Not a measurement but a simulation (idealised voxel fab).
Process module under the name voxel gate over fins
In the cross-section labelled cut, the width is 275 nm and each square cell is 5 nm.
In this document a cross-section is written as a grid of square cells. It is given as a series of bands, listed from the top down, and a band is one or more rows of cells. First you get the band's top height and its bottom height, in nm, and then the materials it's made of, left to right, with each width in nm. If you see a single material with "throughout", that one covers the band edge to edge. "empty" is empty space. A quick word on heights: they are counted from 0, and under that level the wafer as it came to us is one material throughout. The lowest band is different from the rest in having no bottom; it simply continues downward, written as in "0 down". When a width is written as two numbers, as in "30 to 40", the first number is the width in the top row of cells of the band and the second is the width in its bottom row, and the width changes by the same amount from each row to the next. "remained unchanged" means the step left every cell of the cross-section as it was. Reported under the label "Trapped void list" are the empty spaces having no open way to the top and comprising 8 cells or more; the notation for each is width x height at distance, in which the distance is measured from the left edge and all three values are in nm. Past the settings on a step's line: simulator remark, on that step. overlay nm, on a step with a mask: how far to the right of its planned place the mask lay; to the left if negative.
# The process steps that were planned are listed below
1: RECEIVE: material Si
2: CONFORMAL_DEP: material SiN, thk nm 10
3: DIRECTIONAL_DEP: material aC, thk nm 10
4: PATTERN: tone cover, mask id FINS, material resist, width nm 15, pitch nm 55, thk nm 25, overlay nm 0
5: DIRECTIONAL_ETCH: etch materials aC, depth nm 10
6: STRIP: etch materials resist
7: DIRECTIONAL_ETCH: etch materials SiN, depth nm 10
8: DIRECTIONAL_ETCH: etch materials Si, depth nm 40
9: STRIP: etch materials aC
10: OXIDIZE: depth nm 5
11: FILL_DEP: material SiO2, thk nm 5
12: CMP: height nm 10
13: PATTERN: tone open, mask id RAIL, material resist, width nm 15, thk nm 15, overlay nm 0
14: DIRECTIONAL_ETCH: etch materials SiO2, depth nm 45
15: STRIP: etch materials resist
16: CONFORMAL_DEP: material TiN, thk nm 5
17: FILL_DEP: material W, thk nm 10
18: CMP: height nm 10
19: SELECTIVE_ETCH: etch materials W Ru TiN, depth nm 30
20: FILL_DEP: material SiO2, thk nm 5
21: CMP: height nm 10
22: SELECTIVE_ETCH: etch materials SiO2, depth nm 25
23: STRIP: etch materials SiN
24: CONFORMAL_DEP: material HfO2, thk nm 5
25: CONFORMAL_DEP: material TiN, thk nm 5
26: CONFORMAL_DEP: material TiAl, thk nm 5
27: CONFORMAL_DEP: material TiN, thk nm 5
28: FILL_DEP: material W, thk nm 10
29: CMP: height nm 25
30: CONFORMAL_DEP: material SiN, thk nm 5
# Of two wafers, the first: run according to plan
# Cross-section, incoming material, after step 1
	0 down  Si throughout
	Trapped void list: none
# Step 2 done - wafer cross-section
	10 to 0  SiN throughout
	Note: structure below 0 unchanged.
# Step 3 done - wafer cross-section
	20 to 10  aC throughout
	Note: structure below 10 unchanged.
# Step 4 done - wafer cross-section
	45 to 20  empty: 75, then resist: 15, then empty: 40, then resist: 15, then empty: 40, then resist: 15, then empty: 75
	Note: structure below 20 unchanged.
# Step 5 done - wafer cross-section
	35 to 20  empty: 75, then resist: 15, then empty: 40, then resist: 15, then empty: 40, then resist: 15, then empty: 75
	20 to 10  empty: 75, then aC: 15, then empty: 40, then aC: 15, then empty: 40, then aC: 15, then empty: 75
	Note: structure below 10 unchanged.
# Step 6 done - wafer cross-section
	20 to 10  empty: 75, then aC: 15, then empty: 40, then aC: 15, then empty: 40, then aC: 15, then empty: 75
	Note: structure below 10 unchanged.
# Step 7 done - wafer cross-section
	20 to 10  empty: 75, then aC: 15, then empty: 40, then aC: 15, then empty: 40, then aC: 15, then empty: 75
	10 to 0  empty: 75, then SiN: 15, then empty: 40, then SiN: 15, then empty: 40, then SiN: 15, then empty: 75
	Note: structure below 0 unchanged.
# Step 8 done - wafer cross-section
	20 to 10  empty: 75, then aC: 15, then empty: 40, then aC: 15, then empty: 40, then aC: 15, then empty: 75
	10 to 0  empty: 75, then SiN: 15, then empty: 40, then SiN: 15, then empty: 40, then SiN: 15, then empty: 75
	0 to -40  empty: 75, then Si: 15, then empty: 40, then Si: 15, then empty: 40, then Si: 15, then empty: 75
	Note: structure below -40 unchanged.
# Step 9 done - wafer cross-section
	10 to 0  empty: 75, then SiN: 15, then empty: 40, then SiN: 15, then empty: 40, then SiN: 15, then empty: 75
	Note: structure below 0 unchanged.
# Step 10 done - wafer cross-section
	10 to 0  empty: 75, then SiN: 15, then empty: 40, then SiN: 15, then empty: 40, then SiN: 15, then empty: 75
	0 to -40  empty: 75, then SiO2: 5, then Si: 5, then SiO2: 5, then empty: 40, then SiO2: 5, then Si: 5, then SiO2: 5, then empty: 40, then SiO2: 5, then Si: 5, then SiO2: 5, then empty: 75
	-40 to -45  SiO2: 80, then Si: 5, then SiO2: 50, then Si: 5, then SiO2: 50, then Si: 5, then SiO2: 80
	Note: structure below -45 unchanged.
# Step 11 done - wafer cross-section
	15 to 10  SiO2 throughout
	10 to 0  SiO2: 75, then SiN: 15, then SiO2: 40, then SiN: 15, then SiO2: 40, then SiN: 15, then SiO2: 75
	0 to -45  SiO2: 80, then Si: 5, then SiO2: 50, then Si: 5, then SiO2: 50, then Si: 5, then SiO2: 80
	Note: structure below -45 unchanged.
# Step 12 done - wafer cross-section
	10 to 0  SiO2: 75, then SiN: 15, then SiO2: 40, then SiN: 15, then SiO2: 40, then SiN: 15, then SiO2: 75
	Note: structure below 0 unchanged.
# Step 13 done - wafer cross-section
	25 to 10  resist: 100, then empty: 15, then resist: 160
	Note: structure below 10 unchanged.
# Step 14 done - wafer cross-section
	25 to 10  resist: 100, then empty: 15, then resist: 160
	10 to 0  SiO2: 75, then SiN: 15, then SiO2: 10, then empty: 15, then SiO2: 15, then SiN: 15, then SiO2: 40, then SiN: 15, then SiO2: 75
	0 to -35  SiO2: 80, then Si: 5, then SiO2: 15, then empty: 15, then SiO2: 20, then Si: 5, then SiO2: 50, then Si: 5, then SiO2: 80
	Note: structure below -35 unchanged.
# Step 15 done - wafer cross-section
	10 to 0  SiO2: 75, then SiN: 15, then SiO2: 10, then empty: 15, then SiO2: 15, then SiN: 15, then SiO2: 40, then SiN: 15, then SiO2: 75
	Note: structure below 0 unchanged.
# Step 16 done - wafer cross-section
	15 to 10  TiN: 105, then empty: 5, then TiN: 165
	10 to 0  SiO2: 75, then SiN: 15, then SiO2: 10, then TiN: 5, then empty: 5, then TiN: 5, then SiO2: 15, then SiN: 15, then SiO2: 40, then SiN: 15, then SiO2: 75
	0 to -30  SiO2: 80, then Si: 5, then SiO2: 15, then TiN: 5, then empty: 5, then TiN: 5, then SiO2: 20, then Si: 5, then SiO2: 50, then Si: 5, then SiO2: 80
	-30 to -35  SiO2: 80, then Si: 5, then SiO2: 15, then TiN: 15, then SiO2: 20, then Si: 5, then SiO2: 50, then Si: 5, then SiO2: 80
	Note: structure below -35 unchanged.
# Step 17 done - wafer cross-section
	25 to 15  W throughout
	15 to 10  TiN: 105, then W: 5, then TiN: 165
	10 to 0  SiO2: 75, then SiN: 15, then SiO2: 10, then TiN: 5, then W: 5, then TiN: 5, then SiO2: 15, then SiN: 15, then SiO2: 40, then SiN: 15, then SiO2: 75
	0 to -30  SiO2: 80, then Si: 5, then SiO2: 15, then TiN: 5, then W: 5, then TiN: 5, then SiO2: 20, then Si: 5, then SiO2: 50, then Si: 5, then SiO2: 80
	Note: structure below -30 unchanged.
# Step 18 done - wafer cross-section
	10 to 0  SiO2: 75, then SiN: 15, then SiO2: 10, then TiN: 5, then W: 5, then TiN: 5, then SiO2: 15, then SiN: 15, then SiO2: 40, then SiN: 15, then SiO2: 75
	Note: structure below 0 unchanged.
# Step 19 done - wafer cross-section
	10 to 0  SiO2: 75, then SiN: 15, then SiO2: 10, then empty: 15, then SiO2: 15, then SiN: 15, then SiO2: 40, then SiN: 15, then SiO2: 75
	0 to -20  SiO2: 80, then Si: 5, then SiO2: 15, then empty: 15, then SiO2: 20, then Si: 5, then SiO2: 50, then Si: 5, then SiO2: 80
	Note: structure below -20 unchanged.
# Step 20 done - wafer cross-section
	15 to 10  SiO2 throughout
	10 to 0  SiO2: 75, then SiN: 15, then SiO2: 40, then SiN: 15, then SiO2: 40, then SiN: 15, then SiO2: 75
	0 to -20  SiO2: 80, then Si: 5, then SiO2: 50, then Si: 5, then SiO2: 50, then Si: 5, then SiO2: 80
	Note: structure below -20 unchanged.
# Step 21 done - wafer cross-section
	10 to 0  SiO2: 75, then SiN: 15, then SiO2: 40, then SiN: 15, then SiO2: 40, then SiN: 15, then SiO2: 75
	Note: structure below 0 unchanged.
# Step 22 done - wafer cross-section
	10 to 0  empty: 75, then SiN: 15, then empty: 40, then SiN: 15, then empty: 40, then SiN: 15, then empty: 75
	0 to -15  empty: 80, then Si: 5, then empty: 50, then Si: 5, then empty: 50, then Si: 5, then empty: 80
	Note: structure below -15 unchanged.
# Step 23 done - wafer cross-section
	0 to -15  empty: 80, then Si: 5, then empty: 50, then Si: 5, then empty: 50, then Si: 5, then empty: 80
	Note: structure below -15 unchanged.
# Step 24 done - wafer cross-section
	5 to 0  empty: 75, then HfO2: 15, then empty: 40, then HfO2: 15, then empty: 40, then HfO2: 15, then empty: 75
	0 to -10  empty: 75, then HfO2: 5, then Si: 5, then HfO2: 5, then empty: 40, then HfO2: 5, then Si: 5, then HfO2: 5, then empty: 40, then HfO2: 5, then Si: 5, then HfO2: 5, then empty: 75
	-10 to -15  HfO2: 80, then Si: 5, then HfO2: 50, then Si: 5, then HfO2: 50, then Si: 5, then HfO2: 80
	Note: structure below -15 unchanged.
# Step 25 done - wafer cross-section
	10 to 5  empty: 70, then TiN: 25, then empty: 30, then TiN: 25, then empty: 30, then TiN: 25, then empty: 70
	5 to 0  empty: 70, then TiN: 5, then HfO2: 15, then TiN: 5, then empty: 30, then TiN: 5, then HfO2: 15, then TiN: 5, then empty: 30, then TiN: 5, then HfO2: 15, then TiN: 5, then empty: 70
	0 to -5  empty: 70, then TiN: 5, then HfO2: 5, then Si: 5, then HfO2: 5, then TiN: 5, then empty: 30, then TiN: 5, then HfO2: 5, then Si: 5, then HfO2: 5, then TiN: 5, then empty: 30, then TiN: 5, then HfO2: 5, then Si: 5, then HfO2: 5, then TiN: 5, then empty: 70
	-5 to -10  TiN: 75, then HfO2: 5, then Si: 5, then HfO2: 5, then TiN: 40, then HfO2: 5, then Si: 5, then HfO2: 5, then TiN: 40, then HfO2: 5, then Si: 5, then HfO2: 5, then TiN: 75
	Note: structure below -10 unchanged.
# Step 26 done - wafer cross-section
	15 to 10  empty: 65, then TiAl: 35, then empty: 20, then TiAl: 35, then empty: 20, then TiAl: 35, then empty: 65
	10 to 5  empty: 65, then TiAl: 5, then TiN: 25, then TiAl: 5, then empty: 20, then TiAl: 5, then TiN: 25, then TiAl: 5, then empty: 20, then TiAl: 5, then TiN: 25, then TiAl: 5, then empty: 65
	5 to 0  empty: 65, then TiAl: 5, then TiN: 5, then HfO2: 15, then TiN: 5, then TiAl: 5, then empty: 20, then TiAl: 5, then TiN: 5, then HfO2: 15, then TiN: 5, then TiAl: 5, then empty: 20, then TiAl: 5, then TiN: 5, then HfO2: 15, then TiN: 5, then TiAl: 5, then empty: 65
	0 to -5  TiAl: 70, then TiN: 5, then HfO2: 5, then Si: 5, then HfO2: 5, then TiN: 5, then TiAl: 30, then TiN: 5, then HfO2: 5, then Si: 5, then HfO2: 5, then TiN: 5, then TiAl: 30, then TiN: 5, then HfO2: 5, then Si: 5, then HfO2: 5, then TiN: 5, then TiAl: 70
	Note: structure below -5 unchanged.
# Step 27 done - wafer cross-section
	20 to 15  empty: 60, then TiN: 45, then empty: 10, then TiN: 45, then empty: 10, then TiN: 45, then empty: 60
	15 to 10  empty: 60, then TiN: 5, then TiAl: 35, then TiN: 5, then empty: 10, then TiN: 5, then TiAl: 35, then TiN: 5, then empty: 10, then TiN: 5, then TiAl: 35, then TiN: 5, then empty: 60
	10 to 5  empty: 60, then TiN: 5, then TiAl: 5, then TiN: 25, then TiAl: 5, then TiN: 5, then empty: 10, then TiN: 5, then TiAl: 5, then TiN: 25, then TiAl: 5, then TiN: 5, then empty: 10, then TiN: 5, then TiAl: 5, then TiN: 25, then TiAl: 5, then TiN: 5, then empty: 60
	5 to 0  TiN: 65, then TiAl: 5, then TiN: 5, then HfO2: 15, then TiN: 5, then TiAl: 5, then TiN: 20, then TiAl: 5, then TiN: 5, then HfO2: 15, then TiN: 5, then TiAl: 5, then TiN: 20, then TiAl: 5, then TiN: 5, then HfO2: 15, then TiN: 5, then TiAl: 5, then TiN: 65
	Note: structure below 0 unchanged.
# Step 28 done - wafer cross-section
	30 to 20  W throughout
	20 to 15  W: 60, then TiN: 45, then W: 10, then TiN: 45, then W: 10, then TiN: 45, then W: 60
	15 to 10  W: 60, then TiN: 5, then TiAl: 35, then TiN: 5, then W: 10, then TiN: 5, then TiAl: 35, then TiN: 5, then W: 10, then TiN: 5, then TiAl: 35, then TiN: 5, then W: 60
	10 to 5  W: 60, then TiN: 5, then TiAl: 5, then TiN: 25, then TiAl: 5, then TiN: 5, then W: 10, then TiN: 5, then TiAl: 5, then TiN: 25, then TiAl: 5, then TiN: 5, then W: 10, then TiN: 5, then TiAl: 5, then TiN: 25, then TiAl: 5, then TiN: 5, then W: 60
	Note: structure below 5 unchanged.
# Step 29 done - wafer cross-section
	25 to 20  W throughout
	Note: structure below 20 unchanged.
# Step 30 done - wafer cross-section
	30 to 25  SiN throughout
	Note: structure below 25 unchanged.
# The second wafer began exactly as the first did and followed the same plan, but one mistake was made while running it; through step 21 inclusive, the two wafers are identical
# Second wafer cross-section, taken as of the time the plan sets for step 22 to be done
	10 to 0  empty: 75, then SiN: 15, then empty: 40, then SiN: 15, then empty: 40, then SiN: 15, then empty: 75
	0 to -20  empty: 80, then Si: 5, then empty: 50, then Si: 5, then empty: 50, then Si: 5, then empty: 80
	-20 to -30  empty: 80, then Si: 5, then empty: 15, then TiN: 5, then W: 5, then TiN: 5, then empty: 20, then Si: 5, then empty: 50, then Si: 5, then empty: 80
	-30 to -35  empty: 80, then Si: 5, then empty: 15, then TiN: 15, then empty: 20, then Si: 5, then empty: 50, then Si: 5, then empty: 80
	-35 to -40  empty: 80, then Si: 5, then empty: 20, then SiO2: 5, then empty: 25, then Si: 5, then empty: 50, then Si: 5, then empty: 80
	Note: structure below -40 unchanged.
# Second wafer cross-section, taken as of the time the plan sets for step 23 to be done
	0 to -20  empty: 80, then Si: 5, then empty: 50, then Si: 5, then empty: 50, then Si: 5, then empty: 80
	Note: structure below -20 unchanged.
# Second wafer cross-section, taken as of the time the plan sets for step 24 to be done
	5 to 0  empty: 75, then HfO2: 15, then empty: 40, then HfO2: 15, then empty: 40, then HfO2: 15, then empty: 75
	0 to -15  empty: 75, then HfO2: 5, then Si: 5, then HfO2: 5, then empty: 40, then HfO2: 5, then Si: 5, then HfO2: 5, then empty: 40, then HfO2: 5, then Si: 5, then HfO2: 5, then empty: 75
	-15 to -20  empty: 75, then HfO2: 5, then Si: 5, then HfO2: 5, then empty: 5, then HfO2: 25, then empty: 10, then HfO2: 5, then Si: 5, then HfO2: 5, then empty: 40, then HfO2: 5, then Si: 5, then HfO2: 5, then empty: 75
	-20 to -30  empty: 75, then HfO2: 5, then Si: 5, then HfO2: 5, then empty: 5, then HfO2: 5, then TiN: 5, then W: 5, then TiN: 5, then HfO2: 5, then empty: 10, then HfO2: 5, then Si: 5, then HfO2: 5, then empty: 40, then HfO2: 5, then Si: 5, then HfO2: 5, then empty: 75
	-30 to -35  empty: 75, then HfO2: 5, then Si: 5, then HfO2: 5, then empty: 5, then HfO2: 5, then TiN: 15, then HfO2: 5, then empty: 10, then HfO2: 5, then Si: 5, then HfO2: 5, then empty: 40, then HfO2: 5, then Si: 5, then HfO2: 5, then empty: 75
	-35 to -40  HfO2: 80, then Si: 5, then HfO2: 20, then SiO2: 5, then HfO2: 25, then Si: 5, then HfO2: 50, then Si: 5, then HfO2: 80
	Note: structure below -40 unchanged.
# Second wafer cross-section, taken as of the time the plan sets for step 25 to be done
	10 to 5  empty: 70, then TiN: 25, then empty: 30, then TiN: 25, then empty: 30, then TiN: 25, then empty: 70
	5 to 0  empty: 70, then TiN: 5, then HfO2: 15, then TiN: 5, then empty: 30, then TiN: 5, then HfO2: 15, then TiN: 5, then empty: 30, then TiN: 5, then HfO2: 15, then TiN: 5, then empty: 70
	0 to -10  empty: 70, then TiN: 5, then HfO2: 5, then Si: 5, then HfO2: 5, then TiN: 5, then empty: 30, then TiN: 5, then HfO2: 5, then Si: 5, then HfO2: 5, then TiN: 5, then empty: 30, then TiN: 5, then HfO2: 5, then Si: 5, then HfO2: 5, then TiN: 5, then empty: 70
	-10 to -15  empty: 70, then TiN: 5, then HfO2: 5, then Si: 5, then HfO2: 5, then TiN: 40, then HfO2: 5, then Si: 5, then HfO2: 5, then TiN: 5, then empty: 30, then TiN: 5, then HfO2: 5, then Si: 5, then HfO2: 5, then TiN: 5, then empty: 70
	-15 to -20  empty: 70, then TiN: 5, then HfO2: 5, then Si: 5, then HfO2: 5, then TiN: 5, then HfO2: 25, then TiN: 10, then HfO2: 5, then Si: 5, then HfO2: 5, then TiN: 5, then empty: 30, then TiN: 5, then HfO2: 5, then Si: 5, then HfO2: 5, then TiN: 5, then empty: 70
	-20 to -30  empty: 70, then TiN: 5, then HfO2: 5, then Si: 5, then HfO2: 5, then TiN: 5, then HfO2: 5, then TiN: 5, then W: 5, then TiN: 5, then HfO2: 5, then TiN: 10, then HfO2: 5, then Si: 5, then HfO2: 5, then TiN: 5, then empty: 30, then TiN: 5, then HfO2: 5, then Si: 5, then HfO2: 5, then TiN: 5, then empty: 70
	-30 to -35  TiN: 75, then HfO2: 5, then Si: 5, then HfO2: 5, then TiN: 5, then HfO2: 5, then TiN: 15, then HfO2: 5, then TiN: 10, then HfO2: 5, then Si: 5, then HfO2: 5, then TiN: 40, then HfO2: 5, then Si: 5, then HfO2: 5, then TiN: 75
	Note: structure below -35 unchanged.
# Second wafer cross-section, taken as of the time the plan sets for step 26 to be done
	15 to 10  empty: 65, then TiAl: 35, then empty: 20, then TiAl: 35, then empty: 20, then TiAl: 35, then empty: 65
	10 to 5  empty: 65, then TiAl: 5, then TiN: 25, then TiAl: 5, then empty: 20, then TiAl: 5, then TiN: 25, then TiAl: 5, then empty: 20, then TiAl: 5, then TiN: 25, then TiAl: 5, then empty: 65
	5 to 0  empty: 65, then TiAl: 5, then TiN: 5, then HfO2: 15, then TiN: 5, then TiAl: 5, then empty: 20, then TiAl: 5, then TiN: 5, then HfO2: 15, then TiN: 5, then TiAl: 5, then empty: 20, then TiAl: 5, then TiN: 5, then HfO2: 15, then TiN: 5, then TiAl: 5, then empty: 65
	0 to -5  empty: 65, then TiAl: 5, then TiN: 5, then HfO2: 5, then Si: 5, then HfO2: 5, then TiN: 5, then TiAl: 5, then empty: 20, then TiAl: 5, then TiN: 5, then HfO2: 5, then Si: 5, then HfO2: 5, then TiN: 5, then TiAl: 5, then empty: 20, then TiAl: 5, then TiN: 5, then HfO2: 5, then Si: 5, then HfO2: 5, then TiN: 5, then TiAl: 5, then empty: 65
	-5 to -10  empty: 65, then TiAl: 5, then TiN: 5, then HfO2: 5, then Si: 5, then HfO2: 5, then TiN: 5, then TiAl: 30, then TiN: 5, then HfO2: 5, then Si: 5, then HfO2: 5, then TiN: 5, then TiAl: 5, then empty: 20, then TiAl: 5, then TiN: 5, then HfO2: 5, then Si: 5, then HfO2: 5, then TiN: 5, then TiAl: 5, then empty: 65
	-10 to -15  empty: 65, then TiAl: 5, then TiN: 5, then HfO2: 5, then Si: 5, then HfO2: 5, then TiN: 40, then HfO2: 5, then Si: 5, then HfO2: 5, then TiN: 5, then TiAl: 5, then empty: 20, then TiAl: 5, then TiN: 5, then HfO2: 5, then Si: 5, then HfO2: 5, then TiN: 5, then TiAl: 5, then empty: 65
	-15 to -20  empty: 65, then TiAl: 5, then TiN: 5, then HfO2: 5, then Si: 5, then HfO2: 5, then TiN: 5, then HfO2: 25, then TiN: 10, then HfO2: 5, then Si: 5, then HfO2: 5, then TiN: 5, then TiAl: 5, then empty: 20, then TiAl: 5, then TiN: 5, then HfO2: 5, then Si: 5, then HfO2: 5, then TiN: 5, then TiAl: 5, then empty: 65
	-20 to -25  empty: 65, then TiAl: 5, then TiN: 5, then HfO2: 5, then Si: 5, then HfO2: 5, then TiN: 5, then HfO2: 5, then TiN: 5, then W: 5, then TiN: 5, then HfO2: 5, then TiN: 10, then HfO2: 5, then Si: 5, then HfO2: 5, then TiN: 5, then TiAl: 5, then empty: 20, then TiAl: 5, then TiN: 5, then HfO2: 5, then Si: 5, then HfO2: 5, then TiN: 5, then TiAl: 5, then empty: 65
	-25 to -30  TiAl: 70, then TiN: 5, then HfO2: 5, then Si: 5, then HfO2: 5, then TiN: 5, then HfO2: 5, then TiN: 5, then W: 5, then TiN: 5, then HfO2: 5, then TiN: 10, then HfO2: 5, then Si: 5, then HfO2: 5, then TiN: 5, then TiAl: 30, then TiN: 5, then HfO2: 5, then Si: 5, then HfO2: 5, then TiN: 5, then TiAl: 70
	Note: structure below -30 unchanged.
# Second wafer cross-section, taken as of the time the plan sets for step 27 to be done
	20 to 15  empty: 60, then TiN: 45, then empty: 10, then TiN: 45, then empty: 10, then TiN: 45, then empty: 60
	15 to 10  empty: 60, then TiN: 5, then TiAl: 35, then TiN: 5, then empty: 10, then TiN: 5, then TiAl: 35, then TiN: 5, then empty: 10, then TiN: 5, then TiAl: 35, then TiN: 5, then empty: 60
	10 to 5  empty: 60, then TiN: 5, then TiAl: 5, then TiN: 25, then TiAl: 5, then TiN: 5, then empty: 10, then TiN: 5, then TiAl: 5, then TiN: 25, then TiAl: 5, then TiN: 5, then empty: 10, then TiN: 5, then TiAl: 5, then TiN: 25, then TiAl: 5, then TiN: 5, then empty: 60
	5 to 0  empty: 60, then TiN: 5, then TiAl: 5, then TiN: 5, then HfO2: 15, then TiN: 5, then TiAl: 5, then TiN: 5, then empty: 10, then TiN: 5, then TiAl: 5, then TiN: 5, then HfO2: 15, then TiN: 5, then TiAl: 5, then TiN: 5, then empty: 10, then TiN: 5, then TiAl: 5, then TiN: 5, then HfO2: 15, then TiN: 5, then TiAl: 5, then TiN: 5, then empty: 60
	0 to -5  empty: 60, then TiN: 5, then TiAl: 5, then TiN: 5, then HfO2: 5, then Si: 5, then HfO2: 5, then TiN: 5, then TiAl: 5, then TiN: 20, then TiAl: 5, then TiN: 5, then HfO2: 5, then Si: 5, then HfO2: 5, then TiN: 5, then TiAl: 5, then TiN: 5, then empty: 10, then TiN: 5, then TiAl: 5, then TiN: 5, then HfO2: 5, then Si: 5, then HfO2: 5, then TiN: 5, then TiAl: 5, then TiN: 5, then empty: 60
	-5 to -10  empty: 60, then TiN: 5, then TiAl: 5, then TiN: 5, then HfO2: 5, then Si: 5, then HfO2: 5, then TiN: 5, then TiAl: 30, then TiN: 5, then HfO2: 5, then Si: 5, then HfO2: 5, then TiN: 5, then TiAl: 5, then TiN: 5, then empty: 10, then TiN: 5, then TiAl: 5, then TiN: 5, then HfO2: 5, then Si: 5, then HfO2: 5, then TiN: 5, then TiAl: 5, then TiN: 5, then empty: 60
	-10 to -15  empty: 60, then TiN: 5, then TiAl: 5, then TiN: 5, then HfO2: 5, then Si: 5, then HfO2: 5, then TiN: 40, then HfO2: 5, then Si: 5, then HfO2: 5, then TiN: 5, then TiAl: 5, then TiN: 5, then empty: 10, then TiN: 5, then TiAl: 5, then TiN: 5, then HfO2: 5, then Si: 5, then HfO2: 5, then TiN: 5, then TiAl: 5, then TiN: 5, then empty: 60
	-15 to -20  empty: 60, then TiN: 5, then TiAl: 5, then TiN: 5, then HfO2: 5, then Si: 5, then HfO2: 5, then TiN: 5, then HfO2: 25, then TiN: 10, then HfO2: 5, then Si: 5, then HfO2: 5, then TiN: 5, then TiAl: 5, then TiN: 5, then empty: 10, then TiN: 5, then TiAl: 5, then TiN: 5, then HfO2: 5, then Si: 5, then HfO2: 5, then TiN: 5, then TiAl: 5, then TiN: 5, then empty: 60
	-20 to -25  TiN: 65, then TiAl: 5, then TiN: 5, then HfO2: 5, then Si: 5, then HfO2: 5, then TiN: 5, then HfO2: 5, then TiN: 5, then W: 5, then TiN: 5, then HfO2: 5, then TiN: 10, then HfO2: 5, then Si: 5, then HfO2: 5, then TiN: 5, then TiAl: 5, then TiN: 20, then TiAl: 5, then TiN: 5, then HfO2: 5, then Si: 5, then HfO2: 5, then TiN: 5, then TiAl: 5, then TiN: 65
	Note: structure below -25 unchanged.
# Second wafer cross-section, taken as of the time the plan sets for step 28 to be done
	30 to 20  W throughout
	20 to 15  W: 60, then TiN: 45, then W: 10, then TiN: 45, then W: 10, then TiN: 45, then W: 60
	15 to 10  W: 60, then TiN: 5, then TiAl: 35, then TiN: 5, then W: 10, then TiN: 5, then TiAl: 35, then TiN: 5, then W: 10, then TiN: 5, then TiAl: 35, then TiN: 5, then W: 60
	10 to 5  W: 60, then TiN: 5, then TiAl: 5, then TiN: 25, then TiAl: 5, then TiN: 5, then W: 10, then TiN: 5, then TiAl: 5, then TiN: 25, then TiAl: 5, then TiN: 5, then W: 10, then TiN: 5, then TiAl: 5, then TiN: 25, then TiAl: 5, then TiN: 5, then W: 60
	5 to 0  W: 60, then TiN: 5, then TiAl: 5, then TiN: 5, then HfO2: 15, then TiN: 5, then TiAl: 5, then TiN: 5, then W: 10, then TiN: 5, then TiAl: 5, then TiN: 5, then HfO2: 15, then TiN: 5, then TiAl: 5, then TiN: 5, then W: 10, then TiN: 5, then TiAl: 5, then TiN: 5, then HfO2: 15, then TiN: 5, then TiAl: 5, then TiN: 5, then W: 60
	0 to -5  W: 60, then TiN: 5, then TiAl: 5, then TiN: 5, then HfO2: 5, then Si: 5, then HfO2: 5, then TiN: 5, then TiAl: 5, then TiN: 20, then TiAl: 5, then TiN: 5, then HfO2: 5, then Si: 5, then HfO2: 5, then TiN: 5, then TiAl: 5, then TiN: 5, then W: 10, then TiN: 5, then TiAl: 5, then TiN: 5, then HfO2: 5, then Si: 5, then HfO2: 5, then TiN: 5, then TiAl: 5, then TiN: 5, then W: 60
	-5 to -10  W: 60, then TiN: 5, then TiAl: 5, then TiN: 5, then HfO2: 5, then Si: 5, then HfO2: 5, then TiN: 5, then TiAl: 30, then TiN: 5, then HfO2: 5, then Si: 5, then HfO2: 5, then TiN: 5, then TiAl: 5, then TiN: 5, then W: 10, then TiN: 5, then TiAl: 5, then TiN: 5, then HfO2: 5, then Si: 5, then HfO2: 5, then TiN: 5, then TiAl: 5, then TiN: 5, then W: 60
	-10 to -15  W: 60, then TiN: 5, then TiAl: 5, then TiN: 5, then HfO2: 5, then Si: 5, then HfO2: 5, then TiN: 40, then HfO2: 5, then Si: 5, then HfO2: 5, then TiN: 5, then TiAl: 5, then TiN: 5, then W: 10, then TiN: 5, then TiAl: 5, then TiN: 5, then HfO2: 5, then Si: 5, then HfO2: 5, then TiN: 5, then TiAl: 5, then TiN: 5, then W: 60
	-15 to -20  W: 60, then TiN: 5, then TiAl: 5, then TiN: 5, then HfO2: 5, then Si: 5, then HfO2: 5, then TiN: 5, then HfO2: 25, then TiN: 10, then HfO2: 5, then Si: 5, then HfO2: 5, then TiN: 5, then TiAl: 5, then TiN: 5, then W: 10, then TiN: 5, then TiAl: 5, then TiN: 5, then HfO2: 5, then Si: 5, then HfO2: 5, then TiN: 5, then TiAl: 5, then TiN: 5, then W: 60
	Note: structure below -20 unchanged.
# Second wafer cross-section, taken as of the time the plan sets for step 29 to be done
	25 to 20  W throughout
	Note: structure below 20 unchanged.
# Second wafer cross-section, taken as of the time the plan sets for step 30 to be done
	30 to 25  SiN throughout
	Note: structure below 25 unchanged.
Short version of what went wrong: twice over, step 22 of the plan was run
Count the cells at the end and the second wafer has more or fewer of some materials than the first: 40 more of HfO2, 250 fewer of SiO2, 22 more of TiAl, 56 more of TiN, 132 more of W
